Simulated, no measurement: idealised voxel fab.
Name of the process module below: voxel lift off
cross-section cut | 165 nm wide | cells 5 nm
Cross-section format: a grid of square cells, given as bands from top to bottom; each band is one or more rows of cells. The band entry comprises the height of the band's top followed by the height of its bottom, expressed in nm, and subsequently the band's materials from left to right, each stated together with its width in nm. Where a single material is marked with the word "everywhere", that material fills the band from edge to edge. The word "empty" represents empty space. Basically, 0 is our baseline, since under it the wafer straight out of the box is all one material. The bottom band has no lower end and keeps on going down, so it looks like "z 0 and below". When a width is written as two numbers, as in "30..40", the first number is the width in the top row of cells of the band and the second is the width in its bottom row, and the width changes by the same amount from each row to the next. The cross-section has no changed cell in any step marked "same as before". You'll see "Entrapped void list" listing empty spaces that have no way open to the top, as long as they're 8 cells or more; the notation is width x height at distance, where the distance is from the left edge, and all of it is in nm. Anything after a step's settings on that line? It's the simulator's own note about the step. overlay nm: where the mask lay relative to plan, measured to the right, on steps with a mask; negatives go left.

STEPS IN THE PROCESS PLAN
1,RECEIVE (material Si)
2,CONFORMAL_DEP (material Al2O3; thk nm 5)
3,PATTERN (tone open; mask id LINES; material resist; width nm 15; pitch nm 45; thk nm 20; overlay nm 0)
4,DIRECTIONAL_DEP (material Ru; thk nm 5)
5,STRIP (etch materials resist)
6,CONFORMAL_DEP (material SiCN; thk nm 5)

THE FIRST OF TWO WAFERS, RUN AS PLANNED

AS-RECEIVED WAFER CROSS-SECTION (AFTER STEP 1)
* z 0 and below | Si everywhere
* Entrapped void list: none

HOW THE WAFER STANDS IN SECTION AFTER STEP 2
* z 5 to 0 | Al2O3 everywhere
* Lower than 0, everything is as it was.

HOW THE WAFER STANDS IN SECTION AFTER STEP 3
* z 25 to 5 | resist 50 / empty 15 / resist 30 / empty 15 / resist 55
* Lower than 5, everything is as it was.

HOW THE WAFER STANDS IN SECTION AFTER STEP 4
* z 30 to 25 | Ru 50 / empty 15 / Ru 30 / empty 15 / Ru 55
* z 25 to 10 | resist 50 / empty 15 / resist 30 / empty 15 / resist 55
* z 10 to 5 | resist 50 / Ru 15 / resist 30 / Ru 15 / resist 55
* Lower than 5, everything is as it was.

HOW THE WAFER STANDS IN SECTION AFTER STEP 5
* z 10 to 5 | empty 50 / Ru 15 / empty 30 / Ru 15 / empty 55
* Lower than 5, everything is as it was.

HOW THE WAFER STANDS IN SECTION AFTER STEP 6
* z 15 to 10 | empty 45 / SiCN 25 / empty 20 / SiCN 25 / empty 50
* z 10 to 5 | SiCN 50 / Ru 15 / SiCN 30 / Ru 15 / SiCN 55
* Lower than 5, everything is as it was.

REGARDING THE SECOND OF THE TWO WAFERS: IT SHARED THE FIRST WAFER'S STARTING CONDITION AND PROCESS PLAN, YET ONE ERROR OCCURRED DURING ITS EXECUTION. ITS HISTORY COINCIDES WITH THAT OF THE FIRST WAFER UP TO AND INCLUDING STEP 2

SECOND WAFER, SECTION VIEW, TIME POINT: SCHEDULED END OF STEP 3
* z 25 to 5 | resist 45 / empty 25 / resist 20 / empty 25 / resist 50
* Lower than 5, everything is as it was.

SECOND WAFER, SECTION VIEW, TIME POINT: SCHEDULED END OF STEP 4
* z 30 to 25 | Ru 45 / empty 25 / Ru 20 / empty 25 / Ru 50
* z 25 to 10 | resist 45 / empty 25 / resist 20 / empty 25 / resist 50
* z 10 to 5 | resist 45 / Ru 25 / resist 20 / Ru 25 / resist 50
* Lower than 5, everything is as it was.

SECOND WAFER, SECTION VIEW, TIME POINT: SCHEDULED END OF STEP 5
* z 10 to 5 | empty 45 / Ru 25 / empty 20 / Ru 25 / empty 50
* Lower than 5, everything is as it was.

SECOND WAFER, SECTION VIEW, TIME POINT: SCHEDULED END OF STEP 6
* z 15 to 10 | empty 40 / SiCN 35 / empty 10 / SiCN 35 / empty 45
* z 10 to 5 | SiCN 45 / Ru 25 / SiCN 20 / Ru 25 / SiCN 50
* Lower than 5, everything is as it was.
Misprocessing identified: step 3 ran differently from the plan; actual operation with settings: PATTERN (tone open; mask id LINES; material resist; width nm 25; pitch nm 45; thk nm 20; overlay nm 0)
Materials where the second wafer ends with more or fewer cells than the first: 4 more of Ru
